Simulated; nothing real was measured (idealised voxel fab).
process module | voxel self aligned contacts
cross-section cut | 165 nm wide | cells 5 nm
A cross-section is a grid of square cells, given in bands from the top down. A band is one or more rows of cells.
Each band's line starts with the height of the band's top and of its bottom, in nm. Then come its materials from left to right, each with its width in nm. One material with "throughout" fills the band from edge to edge. "air" is empty space.
Height 0 is the level under which the wafer as received is all one material. The lowest band goes on downwards, as in "0 down".
A width such as "30 to 40" changes by the same amount from each row of cells to the next, from the band's top row to its bottom row.
"no change" after a step means that no cell of the cross-section changed.
closed voids: empty space of 8 cells or more with no open way to the top, each as width x height at its distance from the left edge, in nm
after a step's settings: what the simulator itself notes on the step
overlay nm, on a step with a mask: how far to the right of its planned place the mask lay; to the left if negative
plan
1 op RECEIVE | material Si
2 op CONFORMAL_DEP | material SiO2 | thk nm 5
3 op DIRECTIONAL_DEP | material polySi | thk nm 20
4 op DIRECTIONAL_DEP | material SiN | thk nm 15
5 op DIRECTIONAL_DEP | material aC | thk nm 15
6 op PATTERN | tone cover | mask id GATE | material resist | width nm 30 | pitch nm 75 | thk nm 35 | overlay nm 0
7 op DIRECTIONAL_ETCH | etch materials aC | depth nm 15
8 op STRIP | etch materials resist
9 op DIRECTIONAL_ETCH | etch materials SiN | depth nm 20
10 op DIRECTIONAL_ETCH | etch materials polySi | depth nm 20
11 op STRIP | etch materials aC
12 op CONFORMAL_DEP | material SiN | thk nm 10
13 op DIRECTIONAL_ETCH | etch materials SiN | depth nm 10
14 op FILL_DEP | material SiO2 | thk nm 15
15 op CMP | height nm 55
16 op DIRECTIONAL_DEP | material aC | thk nm 10
17 op PATTERN | tone open | mask id CONTACT | material resist | width nm 55 | thk nm 30 | overlay nm 0
18 op DIRECTIONAL_ETCH | etch materials aC | depth nm 10
19 op STRIP | etch materials resist
20 op DIRECTIONAL_ETCH | etch materials SiO2 | depth nm 55
21 op STRIP | etch materials aC
22 op CONFORMAL_DEP | material TiN | thk nm 5
23 op FILL_DEP | material Ru | thk nm 10
24 op CMP | height nm 55
25 op CONFORMAL_DEP | material SiCN | thk nm 5
varied across the wafers: thk nm of step 4. The plan shows the first wafer's value. All wafers start alike
first wafer as received, after step 1
  0 down: Si throughout
  closed voids: none
each wafer at the end: cells of each material gained (+) or lost (-) since it was received, then its closed voids
thk nm 15 | +42 Ru | +33 SiCN | +92 SiN | +150 SiO2 | +31 TiN | +48 polySi | closed voids: none
thk nm 20 | +36 Ru | +33 SiCN | +112 SiN | +136 SiO2 | +31 TiN | +48 polySi | closed voids: none
thk nm 25 | +12 Ru | +33 SiCN | +113 SiN | +87 SiO2 | +19 TiN | +132 polySi | closed voids: none
thk nm 30 | +9 Ru | +33 SiCN | +146 SiN | +65 SiO2 | +11 TiN | +132 polySi | closed voids: none
thk nm 35 | +6 Ru | +33 SiCN | +159 SiN | +57 SiO2 | +9 TiN | +132 polySi | closed voids: none
